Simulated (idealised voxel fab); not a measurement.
Process module heading - voxel gate over fins
For reference, the cross-section in this document is cut, with width 165 nm and square cells of 5 nm.
Think of the cross-section as a grid of square cells. We describe it in bands, top to bottom, and each band covers one or more rows of those cells.
Within each band entry, the heights of the top and of the bottom of the band appear first, in that order and in nm; the materials of the band then follow from left to right, each with its corresponding width in nm. The designation "all across" on a single material indicates that it fills the band from edge to edge; the designation "air" indicates empty space.
All heights in this document are referenced to 0, defined as the level beneath which the wafer, as received, consists entirely of one material. The lowest band is not bounded below; it extends indefinitely downward and is written in the form "0 and below".
When a width is written as two numbers, as in "30->40", the first number is the width in the top row of cells of the band and the second is the width in its bottom row, and the width changes by the same amount from each row to the next.
When a step is marked "nothing changed", none of the cells in the cross-section changed during that step.
Listed in "Sealed void list": every empty space of 8 or more cells without an open way to the top. Form: width x height at distance, the distance being from the left edge, all in nm.
Note: text after step settings on the step line = simulator remark on that step.
For masked steps, "overlay nm" on the step line gives how far right of plan the mask actually lay; a minus sign means it lay to the left.
## List of planned process steps
- 1: RECEIVE, material Si
- 2: CONFORMAL_DEP, material SiN, thk nm 5
- 3: MASKED_ETCH, tone cover, mask id FINS, width nm 15, pitch nm 40, etch materials SiN, depth nm 5, overlay nm 0
- 4: MASKED_ETCH, tone cover, mask id FINS, width nm 15, pitch nm 40, etch materials Si, depth nm 30, overlay nm 0
- 5: OXIDIZE, depth nm 5
- 6: FILL_DEP, material SiO2, thk nm 10
- 7: CMP, height nm 5
- 8: SELECTIVE_ETCH, etch materials SiO2, depth nm 15
- 9: STRIP, etch materials SiN
- 10: CONFORMAL_DEP, material HfO2, thk nm 5
- 11: CONFORMAL_DEP, material TiN, thk nm 5
- 12: CONFORMAL_DEP, material TiAl, thk nm 5
- 13: CONFORMAL_DEP, material TiN, thk nm 5
- 14: FILL_DEP, material W, thk nm 10
- 15: CMP, height nm 25
- 16: CONFORMAL_DEP, material SiN, thk nm 10
## First wafer out of two, processed as planned
## Here's what the wafer looked like in cross-section when it arrived - that's after step 1
    0 and below  Si all across
    Sealed void list: none
## How the wafer stands in section after step 2
    5 down to 0  SiN all across
    Beneath the level 0, the cross-section is identical to its previous state.
## How the wafer stands in section after step 3
    5 down to 0  air (35), then SiN (15), then air (25), then SiN (15), then air (25), then SiN (15), then air (35)
    Beneath the level 0, the cross-section is identical to its previous state.
## How the wafer stands in section after step 4
    5 down to 0  air (35), then SiN (15), then air (25), then SiN (15), then air (25), then SiN (15), then air (35)
    0 down to -30  air (35), then Si (15), then air (25), then Si (15), then air (25), then Si (15), then air (35)
    Beneath the level -30, the cross-section is identical to its previous state.
## How the wafer stands in section after step 5
    5 down to 0  air (35), then SiN (15), then air (25), then SiN (15), then air (25), then SiN (15), then air (35)
    0 down to -30  air (35), then SiO2 (5), then Si (5), then SiO2 (5), then air (25), then SiO2 (5), then Si (5), then SiO2 (5), then air (25), then SiO2 (5), then Si (5), then SiO2 (5), then air (35)
    -30 down to -35  SiO2 (40), then Si (5), then SiO2 (35), then Si (5), then SiO2 (35), then Si (5), then SiO2 (40)
    Beneath the level -35, the cross-section is identical to its previous state.
## How the wafer stands in section after step 6
    15 down to 5  SiO2 all across
    5 down to 0  SiO2 (35), then SiN (15), then SiO2 (25), then SiN (15), then SiO2 (25), then SiN (15), then SiO2 (35)
    0 down to -35  SiO2 (40), then Si (5), then SiO2 (35), then Si (5), then SiO2 (35), then Si (5), then SiO2 (40)
    Beneath the level -35, the cross-section is identical to its previous state.
## How the wafer stands in section after step 7
    5 down to 0  SiO2 (35), then SiN (15), then SiO2 (25), then SiN (15), then SiO2 (25), then SiN (15), then SiO2 (35)
    Beneath the level 0, the cross-section is identical to its previous state.
## How the wafer stands in section after step 8
    5 down to 0  air (35), then SiN (15), then air (25), then SiN (15), then air (25), then SiN (15), then air (35)
    0 down to -10  air (40), then Si (5), then air (35), then Si (5), then air (35), then Si (5), then air (40)
    Beneath the level -10, the cross-section is identical to its previous state.
## How the wafer stands in section after step 9
    0 down to -10  air (40), then Si (5), then air (35), then Si (5), then air (35), then Si (5), then air (40)
    Beneath the level -10, the cross-section is identical to its previous state.
## How the wafer stands in section after step 10
    5 down to 0  air (35), then HfO2 (15), then air (25), then HfO2 (15), then air (25), then HfO2 (15), then air (35)
    0 down to -5  air (35), then HfO2 (5), then Si (5), then HfO2 (5), then air (25), then HfO2 (5), then Si (5), then HfO2 (5), then air (25), then HfO2 (5), then Si (5), then HfO2 (5), then air (35)
    -5 down to -10  HfO2 (40), then Si (5), then HfO2 (35), then Si (5), then HfO2 (35), then Si (5), then HfO2 (40)
    Beneath the level -10, the cross-section is identical to its previous state.
## How the wafer stands in section after step 11
    10 down to 5  air (30), then TiN (25), then air (15), then TiN (25), then air (15), then TiN (25), then air (30)
    5 down to 0  air (30), then TiN (5), then HfO2 (15), then TiN (5), then air (15), then TiN (5), then HfO2 (15), then TiN (5), then air (15), then TiN (5), then HfO2 (15), then TiN (5), then air (30)
    0 down to -5  TiN (35), then HfO2 (5), then Si (5), then HfO2 (5), then TiN (25), then HfO2 (5), then Si (5), then HfO2 (5), then TiN (25), then HfO2 (5), then Si (5), then HfO2 (5), then TiN (35)
    Beneath the level -5, the cross-section is identical to its previous state.
## How the wafer stands in section after step 12
    15 down to 10  air (25), then TiAl (35), then air (5), then TiAl (35), then air (5), then TiAl (35), then air (25)
    10 down to 5  air (25), then TiAl (5), then TiN (25), then TiAl (5), then air (5), then TiAl (5), then TiN (25), then TiAl (5), then air (5), then TiAl (5), then TiN (25), then TiAl (5), then air (25)
    5 down to 0  TiAl (30), then TiN (5), then HfO2 (15), then TiN (5), then TiAl (15), then TiN (5), then HfO2 (15), then TiN (5), then TiAl (15), then TiN (5), then HfO2 (15), then TiN (5), then TiAl (30)
    Beneath the level 0, the cross-section is identical to its previous state.
## How the wafer stands in section after step 13
    20 down to 15  air (20), then TiN (125), then air (20)
    15 down to 10  air (20), then TiN (5), then TiAl (35), then TiN (5), then TiAl (35), then TiN (5), then TiAl (35), then TiN (5), then air (20)
    10 down to 5  TiN (25), then TiAl (5), then TiN (25), then TiAl (5), then TiN (5), then TiAl (5), then TiN (25), then TiAl (5), then TiN (5), then TiAl (5), then TiN (25), then TiAl (5), then TiN (25)
    Beneath the level 5, the cross-section is identical to its previous state.
## How the wafer stands in section after step 14
    30 down to 20  W all across
    20 down to 15  W (20), then TiN (125), then W (20)
    15 down to 10  W (20), then TiN (5), then TiAl (35), then TiN (5), then TiAl (35), then TiN (5), then TiAl (35), then TiN (5), then W (20)
    Beneath the level 10, the cross-section is identical to its previous state.
## How the wafer stands in section after step 15
    25 down to 20  W all across
    Beneath the level 20, the cross-section is identical to its previous state.
## How the wafer stands in section after step 16
    35 down to 25  SiN all across
    Beneath the level 25, the cross-section is identical to its previous state.
## For the second wafer, take the first wafer's start and plan, then add one mistake made in running it; everything through step 3, that step included, is shared with the first
## Cross-section, second wafer, at the end time the plan gives for step 4
    5 down to 0  air (35), then SiN (15), then air (25), then SiN (15), then air (25), then SiN (15), then air (35)
    0 down to -60  air (35), then Si (15), then air (25), then Si (15), then air (25), then Si (15), then air (35)
    Beneath the level -60, the cross-section is identical to its previous state.
## Cross-section, second wafer, at the end time the plan gives for step 5
    5 down to 0  air (35), then SiN (15), then air (25), then SiN (15), then air (25), then SiN (15), then air (35)
    0 down to -60  air (35), then SiO2 (5), then Si (5), then SiO2 (5), then air (25), then SiO2 (5), then Si (5), then SiO2 (5), then air (25), then SiO2 (5), then Si (5), then SiO2 (5), then air (35)
    -60 down to -65  SiO2 (40), then Si (5), then SiO2 (35), then Si (5), then SiO2 (35), then Si (5), then SiO2 (40)
    Beneath the level -65, the cross-section is identical to its previous state.
## Cross-section, second wafer, at the end time the plan gives for step 6
    15 down to 5  SiO2 all across
    5 down to 0  SiO2 (35), then SiN (15), then SiO2 (25), then SiN (15), then SiO2 (25), then SiN (15), then SiO2 (35)
    0 down to -65  SiO2 (40), then Si (5), then SiO2 (35), then Si (5), then SiO2 (35), then Si (5), then SiO2 (40)
    Beneath the level -65, the cross-section is identical to its previous state.
## Cross-section, second wafer, at the end time the plan gives for step 7
    5 down to 0  SiO2 (35), then SiN (15), then SiO2 (25), then SiN (15), then SiO2 (25), then SiN (15), then SiO2 (35)
    Beneath the level 0, the cross-section is identical to its previous state.
## Cross-section, second wafer, at the end time the plan gives for step 8
    5 down to 0  air (35), then SiN (15), then air (25), then SiN (15), then air (25), then SiN (15), then air (35)
    0 down to -10  air (40), then Si (5), then air (35), then Si (5), then air (35), then Si (5), then air (40)
    Beneath the level -10, the cross-section is identical to its previous state.
## Cross-section, second wafer, at the end time the plan gives for step 9
    0 down to -10  air (40), then Si (5), then air (35), then Si (5), then air (35), then Si (5), then air (40)
    Beneath the level -10, the cross-section is identical to its previous state.
## Cross-section, second wafer, at the end time the plan gives for step 10
    5 down to 0  air (35), then HfO2 (15), then air (25), then HfO2 (15), then air (25), then HfO2 (15), then air (35)
    0 down to -5  air (35), then HfO2 (5), then Si (5), then HfO2 (5), then air (25), then HfO2 (5), then Si (5), then HfO2 (5), then air (25), then HfO2 (5), then Si (5), then HfO2 (5), then air (35)
    -5 down to -10  HfO2 (40), then Si (5), then HfO2 (35), then Si (5), then HfO2 (35), then Si (5), then HfO2 (40)
    Beneath the level -10, the cross-section is identical to its previous state.
## Cross-section, second wafer, at the end time the plan gives for step 11
    10 down to 5  air (30), then TiN (25), then air (15), then TiN (25), then air (15), then TiN (25), then air (30)
    5 down to 0  air (30), then TiN (5), then HfO2 (15), then TiN (5), then air (15), then TiN (5), then HfO2 (15), then TiN (5), then air (15), then TiN (5), then HfO2 (15), then TiN (5), then air (30)
    0 down to -5  TiN (35), then HfO2 (5), then Si (5), then HfO2 (5), then TiN (25), then HfO2 (5), then Si (5), then HfO2 (5), then TiN (25), then HfO2 (5), then Si (5), then HfO2 (5), then TiN (35)
    Beneath the level -5, the cross-section is identical to its previous state.
## Cross-section, second wafer, at the end time the plan gives for step 12
    15 down to 10  air (25), then TiAl (35), then air (5), then TiAl (35), then air (5), then TiAl (35), then air (25)
    10 down to 5  air (25), then TiAl (5), then TiN (25), then TiAl (5), then air (5), then TiAl (5), then TiN (25), then TiAl (5), then air (5), then TiAl (5), then TiN (25), then TiAl (5), then air (25)
    5 down to 0  TiAl (30), then TiN (5), then HfO2 (15), then TiN (5), then TiAl (15), then TiN (5), then HfO2 (15), then TiN (5), then TiAl (15), then TiN (5), then HfO2 (15), then TiN (5), then TiAl (30)
    Beneath the level 0, the cross-section is identical to its previous state.
## Cross-section, second wafer, at the end time the plan gives for step 13
    20 down to 15  air (20), then TiN (125), then air (20)
    15 down to 10  air (20), then TiN (5), then TiAl (35), then TiN (5), then TiAl (35), then TiN (5), then TiAl (35), then TiN (5), then air (20)
    10 down to 5  TiN (25), then TiAl (5), then TiN (25), then TiAl (5), then TiN (5), then TiAl (5), then TiN (25), then TiAl (5), then TiN (5), then TiAl (5), then TiN (25), then TiAl (5), then TiN (25)
    Beneath the level 5, the cross-section is identical to its previous state.
## Cross-section, second wafer, at the end time the plan gives for step 14
    30 down to 20  W all across
    20 down to 15  W (20), then TiN (125), then W (20)
    15 down to 10  W (20), then TiN (5), then TiAl (35), then TiN (5), then TiAl (35), then TiN (5), then TiAl (35), then TiN (5), then W (20)
    Beneath the level 10, the cross-section is identical to its previous state.
## Cross-section, second wafer, at the end time the plan gives for step 15
    25 down to 20  W all across
    Beneath the level 20, the cross-section is identical to its previous state.
## Cross-section, second wafer, at the end time the plan gives for step 16
    35 down to 25  SiN all across
    Beneath the level 25, the cross-section is identical to its previous state.
So what did we get wrong on this run? step 4 from the plan got run twice
The closing comparison, in cells, has the second wafer with more or fewer of some materials than the first: -180 Si; +180 SiO2
